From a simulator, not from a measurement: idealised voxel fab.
Name of the process module below: voxel self aligned contacts
Cross-section cut spans 205 nm and uses square cells 5 nm in size.
Notation: cross-section as square-cell grid; stated in bands, top first, going down; one or more cell rows per band.
Quick guide to a band line: top height, bottom height (nm) up front; then every material left to right with its width in nm. Only one material and it's marked "everywhere"? Then it fills the band edge to edge. And "air" just means empty space.
A quick word on heights: they are counted from 0, and under that level the wafer as it came to us is one material throughout. The lowest band is different from the rest in having no bottom; it simply continues downward, written as in "0 nm and below".
It should be noted that a width expressed as "30 to 40" varies in equal increments from row to row of cells within the band, taking the value of the first number at the top row and that of the second number at the bottom row.
Step note "nothing changed" = no cross-section cell changed.
So "Entrapped void list" is basically the list of trapped voids: any empty space of 8 cells or more that can't reach the top through an opening. They're written width x height at distance, the distance being from the left edge, and it's all nm.
Whatever follows a step's settings on its line is a remark the simulator itself makes about that step.
The optional step-line setting "overlay nm" applies to steps with a mask and quantifies how far to the right of its planned location the mask lay, a negative value indicating leftward placement.
Planned process steps:
1: RECEIVE: material Si
2: CONFORMAL_DEP: material SiO2, thk nm 5
3: DIRECTIONAL_DEP: material polySi, thk nm 20
4: DIRECTIONAL_DEP: material SiN, thk nm 20
5: MASKED_ETCH: tone cover, mask id GATE, width nm 25, pitch nm 50, etch materials SiN, depth nm 20, overlay nm 0
6: MASKED_ETCH: tone cover, mask id GATE, width nm 25, pitch nm 50, etch materials polySi, depth nm 20, overlay nm 0
7: CONFORMAL_DEP: material SiN, thk nm 5
8: DIRECTIONAL_ETCH: etch materials SiN, depth nm 5
9: FILL_DEP: material SiO2, thk nm 15
10: CMP: height nm 50
11: PATTERN: tone open, mask id CONTACT, material resist, width nm 35, pitch nm 50, thk nm 15, overlay nm -15
12: DIRECTIONAL_ETCH: etch materials SiO2, depth nm 50
13: STRIP: etch materials resist
14: CONFORMAL_DEP: material TiN, thk nm 5
15: FILL_DEP: material W, thk nm 10
16: CMP: height nm 50
17: CONFORMAL_DEP: material SiCN, thk nm 5
The value of overlay nm given for step 11 in the plan refers to the first wafer; the wafers vary in this setting and are alike at the start.
Cross-section of the first of several wafers as received (after step 1):
0 nm and below | Si everywhere
Entrapped void list: none
Module finished, last step 17 done: cross-section of the first of several wafers:
55 nm to 50 nm | SiCN everywhere
50 nm to 45 nm | 45 SiO2; 35 TiN; 15 SiO2; 35 TiN; 75 SiO2
45 nm to 25 nm | 35 SiO2; 35 SiN; 10 TiN; 5 SiO2; 35 SiN; 10 TiN; 5 SiO2; 35 SiN; 35 SiO2
25 nm to 5 nm | 35 SiO2; 5 SiN; 25 polySi; 5 SiN; 10 TiN; 5 SiO2; 5 SiN; 25 polySi; 5 SiN; 10 TiN; 5 SiO2; 5 SiN; 25 polySi; 5 SiN; 35 SiO2
5 nm to 0 nm | 70 SiO2; 10 TiN; 40 SiO2; 10 TiN; 75 SiO2
0 nm and below | Si everywhere
Entrapped void list: none
End of module: cross-section, last of several wafers:
55 nm to 50 nm | SiCN everywhere
50 nm to 45 nm | 75 SiO2; 35 TiN; 15 SiO2; 35 TiN; 45 SiO2
45 nm to 25 nm | 35 SiO2; 35 SiN; 5 SiO2; 10 TiN; 35 SiN; 5 SiO2; 10 TiN; 35 SiN; 35 SiO2
25 nm to 5 nm | 35 SiO2; 5 SiN; 25 polySi; 5 SiN; 5 SiO2; 10 TiN; 5 SiN; 25 polySi; 5 SiN; 5 SiO2; 10 TiN; 5 SiN; 25 polySi; 5 SiN; 35 SiO2
5 nm to 0 nm | 75 SiO2; 10 TiN; 40 SiO2; 10 TiN; 70 SiO2
0 nm and below | Si everywhere
Entrapped void list: none
Quick key for the table: a row per wafer, taken at the end of the module. For each material it tells you how many cells the wafer gained (+) or lost (-) since it came in, and the closed voids come after:
overlay nm -15, +41 SiCN, +108 SiN, +192 SiO2, +50 TiN, +60 polySi, Entrapped void list: none
overlay nm -10, +41 SiCN, +108 SiN, +174 SiO2, +50 TiN, +18 W, +60 polySi, Entrapped void list: none
overlay nm -5, +41 SiCN, +108 SiN, +174 SiO2, +50 TiN, +18 W, +60 polySi, Entrapped void list: none
overlay nm 0, +41 SiCN, +108 SiN, +174 SiO2, +50 TiN, +18 W, +60 polySi, Entrapped void list: none
overlay nm 5, +41 SiCN, +108 SiN, +174 SiO2, +50 TiN, +18 W, +60 polySi, Entrapped void list: none
overlay nm 10, +41 SiCN, +108 SiN, +174 SiO2, +50 TiN, +18 W, +60 polySi, Entrapped void list: none
overlay nm 15, +41 SiCN, +108 SiN, +192 SiO2, +50 TiN, +60 polySi, Entrapped void list: none
